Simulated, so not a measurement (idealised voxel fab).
This is a process module. Its name is voxel transistor to metal.
Cross-sectional view cut (width: 205 nm; square cell size: 5 nm).
A cross-section is written here as square cells arranged in a grid, and it is given in bands from the top down, each band taking up one or more rows of cells. The band entry comprises the height of the band's top followed by the height of its bottom, expressed in nm, and subsequently the band's materials from left to right, each stated together with its width in nm. Where a single material is marked with the word "everywhere", that material fills the band from edge to edge. The word "empty" represents empty space. Heights are expressed relative to 0, this being the level below which the as-received wafer comprises one material exclusively. The lowest band is unbounded in the downward direction and is denoted as in "0 nm and below". So if you see something like "30..40" for the width, read it as the top row of the band sitting at the first number and the bottom row at the second, with every row in between moving by the same amount as the last. Basically "no alteration" means that step didn't change any cell in the cross-section. Empty spaces counting at least 8 cells and having no open way to the top are listed in "Cavities, closed". The notation width x height at distance is used for each, the distance being from the left edge and all three values in nm. It should be noted that, on the line of a given step, the content following the step's settings is a remark produced by the simulator itself with respect to that step. Each step line may optionally specify "overlay nm", which for a step with a mask gives the rightward distance between the mask's planned place and where it lay, a negative value indicating the leftward direction.

-- Set out below are the planned steps of the process
1: RECEIVE | material Si
2: CONFORMAL_DEP | material SiO2 | thk nm 5
3: CONFORMAL_DEP | material SiN | thk nm 15
4: PATTERN | tone cover | mask id ACTIVE | material resist | width nm 115 | thk nm 15 | overlay nm 0
5: DIRECTIONAL_ETCH | etch materials SiN | depth nm 15
6: DIRECTIONAL_ETCH | etch materials SiO2 | depth nm 5
7: DIRECTIONAL_ETCH | etch materials Si | depth nm 35
8: STRIP | etch materials resist
9: OXIDIZE | depth nm 5
10: FILL_DEP | material SiO2 | thk nm 5
11: CMP | height nm 20
12: SELECTIVE_ETCH | etch materials SiO2 | depth nm 10
13: STRIP | etch materials SiN
14: SELECTIVE_ETCH | etch materials SiO2 | depth nm 5
15: OXIDIZE | depth nm 5
16: DIRECTIONAL_DEP | material polySi | thk nm 20
17: DIRECTIONAL_DEP | material SiCN | thk nm 15
18: PATTERN | tone cover | mask id GATE | material resist | width nm 35 | thk nm 15 | overlay nm 0
19: DIRECTIONAL_ETCH | etch materials SiCN | depth nm 25
20: DIRECTIONAL_ETCH | etch materials polySi | depth nm 30
21: STRIP | etch materials resist
22: CONFORMAL_DEP | material SiN | thk nm 5
23: DIRECTIONAL_ETCH | etch materials SiN | depth nm 5
24: DIRECTIONAL_ETCH | etch materials SiO2 | depth nm 5
25: DIRECTIONAL_ETCH | etch materials Si | depth nm 5
26: EPI | material nSi | thk nm 10
27: FILL_DEP | material SiO2 | thk nm 10
28: CMP | height nm 20
29: STRIP | etch materials polySi
30: SELECTIVE_ETCH | etch materials SiO2 | depth nm 5
31: CONFORMAL_DEP | material HfO2 | thk nm 5
32: CONFORMAL_DEP | material TiN | thk nm 5
33: FILL_DEP | material W | thk nm 5
34: CMP | height nm 15
35: DIRECTIONAL_DEP | material SiO2 | thk nm 10
36: MASKED_ETCH | tone open | mask id CONTACT | width nm 20 | pitch nm 85 | etch materials SiO2 | depth nm 25 | overlay nm 0
37: CONFORMAL_DEP | material TiN | thk nm 5
38: FILL_DEP | material Ru | thk nm 5
39: CMP | height nm 25
40: CONFORMAL_DEP | material SiCN | thk nm 5
41: DIRECTIONAL_DEP | material lowk | thk nm 25
42: MASKED_ETCH | tone open | mask id METAL_1 | width nm 20 | pitch nm 85 | etch materials lowk | depth nm 25 | overlay nm 0
43: MASKED_ETCH | tone open | mask id METAL_1 | width nm 20 | pitch nm 85 | etch materials SiCN | depth nm 5 | overlay nm 0
44: CONFORMAL_DEP | material TiN | thk nm 5
45: FILL_DEP | material Cu | thk nm 5
46: CMP | height nm 55
47: CONFORMAL_DEP | material SiCN | thk nm 5
48: DIRECTIONAL_DEP | material lowk | thk nm 30
49: DIRECTIONAL_DEP | material aC | thk nm 10
50: PATTERN | tone open | mask id METAL_2_HOLES | material resist | width nm 15 | pitch nm 85 | thk nm 25 | overlay nm 0
51: DIRECTIONAL_ETCH | etch materials aC | depth nm 10
52: STRIP | etch materials resist
53: DIRECTIONAL_ETCH | etch materials lowk | depth nm 30
54: STRIP | etch materials aC
55: DIRECTIONAL_DEP | material aC | thk nm 10
56: PATTERN | tone open | mask id METAL_2 | material resist | width nm 20 | pitch nm 85 | thk nm 25 | overlay nm 0
57: DIRECTIONAL_ETCH | etch materials aC | depth nm 10
58: STRIP | etch materials resist
59: DIRECTIONAL_ETCH | etch materials lowk | depth nm 15
60: DIRECTIONAL_ETCH | etch materials SiCN | depth nm 5
61: STRIP | etch materials aC
62: CONFORMAL_DEP | material TiN | thk nm 5
63: FILL_DEP | material Cu | thk nm 5
64: CMP | height nm 90
65: CONFORMAL_DEP | material SiN | thk nm 5

-- As-received state of the wafer in cross-section, equivalent to post-step 1
  0 nm and below: Si everywhere
  Cavities, closed: none

-- Module complete - cross-section of the first of two wafers, run according to plan
  95 nm to 90 nm: SiN everywhere
  90 nm to 80 nm: 50 lowk; 5 TiN; 10 Cu; 5 TiN; 65 lowk; 5 TiN; 10 Cu; 5 TiN; 50 lowk
  80 nm to 75 nm: 50 lowk; 5 TiN; 5 Cu; 10 TiN; 65 lowk; 5 TiN; 5 Cu; 10 TiN; 50 lowk
  75 nm to 60 nm: 50 lowk; 5 TiN; 5 Cu; 5 TiN; 70 lowk; 5 TiN; 5 Cu; 5 TiN; 55 lowk
  60 nm to 55 nm: 50 SiCN; 15 TiN; 70 SiCN; 15 TiN; 55 SiCN
  55 nm to 30 nm: 50 lowk; 5 TiN; 10 Cu; 5 TiN; 65 lowk; 5 TiN; 10 Cu; 5 TiN; 50 lowk
  30 nm to 25 nm: 50 SiCN; 20 TiN; 65 SiCN; 20 TiN; 50 SiCN
  25 nm to 15 nm: 50 SiO2; 5 TiN; 10 Ru; 5 TiN; 65 SiO2; 5 TiN; 10 Ru; 5 TiN; 50 SiO2
  15 nm to 5 nm: 50 SiO2; 5 TiN; 10 Ru; 5 TiN; 10 SiO2; 5 SiN; 5 HfO2; 5 TiN; 15 W; 5 TiN; 5 HfO2; 5 SiN; 10 SiO2; 5 TiN; 10 Ru; 5 TiN; 50 SiO2
  5 nm to 0 nm: 40 SiO2; 5 SiN; 5 SiO2; 20 TiN; 10 nSi; 5 SiN; 5 HfO2; 25 TiN; 5 HfO2; 5 SiN; 10 nSi; 20 TiN; 5 SiO2; 5 SiN; 40 SiO2
  0 nm to -5 nm: 45 SiO2; 35 nSi; 45 HfO2; 35 nSi; 45 SiO2
  -5 nm to -10 nm: 50 SiO2; 30 nSi; 45 Si; 30 nSi; 50 SiO2
  -10 nm to -40 nm: 50 SiO2; 105 Si; 50 SiO2
  -40 nm and below: Si everywhere
  Cavities, closed: none

-- End of module, second wafer, cross-section. Started like the first, planned like the first, run with one mistake
  95 nm to 90 nm: SiN everywhere
  90 nm to 80 nm: 50 lowk; 5 TiN; 10 Cu; 5 TiN; 65 lowk; 5 TiN; 10 Cu; 5 TiN; 50 lowk
  80 nm to 75 nm: 50 lowk; 5 TiN; 5 Cu; 10 TiN; 65 lowk; 5 TiN; 5 Cu; 10 TiN; 50 lowk
  75 nm to 60 nm: 50 lowk; 5 TiN; 5 Cu; 5 TiN; 70 lowk; 5 TiN; 5 Cu; 5 TiN; 55 lowk
  60 nm to 55 nm: 50 SiCN; 15 TiN; 70 SiCN; 15 TiN; 55 SiCN
  55 nm to 30 nm: 50 lowk; 5 TiN; 10 Cu; 5 TiN; 65 lowk; 5 TiN; 10 Cu; 5 TiN; 50 lowk
  30 nm to 25 nm: 50 SiCN; 20 TiN; 65 SiCN; 20 TiN; 50 SiCN
  25 nm to 15 nm: 50 SiO2; 5 TiN; 10 Ru; 5 TiN; 65 SiO2; 5 TiN; 10 Ru; 5 TiN; 50 SiO2
  15 nm to 10 nm: 50 SiO2; 5 TiN; 10 Ru; 5 TiN; 10 SiO2; 5 SiN; 15 HfO2; 5 TiN; 15 HfO2; 5 SiN; 10 SiO2; 5 TiN; 10 Ru; 5 TiN; 50 SiO2
  10 nm to 5 nm: 50 SiO2; 5 TiN; 10 Ru; 5 TiN; 10 SiO2; 5 SiN; 35 HfO2; 5 SiN; 10 SiO2; 5 TiN; 10 Ru; 5 TiN; 50 SiO2
  5 nm to 0 nm: 40 SiO2; 5 SiN; 5 SiO2; 20 TiN; 10 nSi; 5 SiN; 35 HfO2; 5 SiN; 10 nSi; 20 TiN; 5 SiO2; 5 SiN; 40 SiO2
  0 nm to -5 nm: 45 SiO2; 35 nSi; 45 HfO2; 35 nSi; 45 SiO2
  -5 nm to -10 nm: 50 SiO2; 30 nSi; 45 Si; 30 nSi; 50 SiO2
  -10 nm to -40 nm: 50 SiO2; 105 Si; 50 SiO2
  -40 nm and below: Si everywhere
  Cavities, closed: none
Deviation noted in wafer processing: step 31 ran as: CONFORMAL_DEP | material HfO2 | thk nm 15
Counted in cells at the end, the second wafer holds more or fewer of these materials than the first: 14 more of HfO2; 8 fewer of TiN; 6 fewer of W
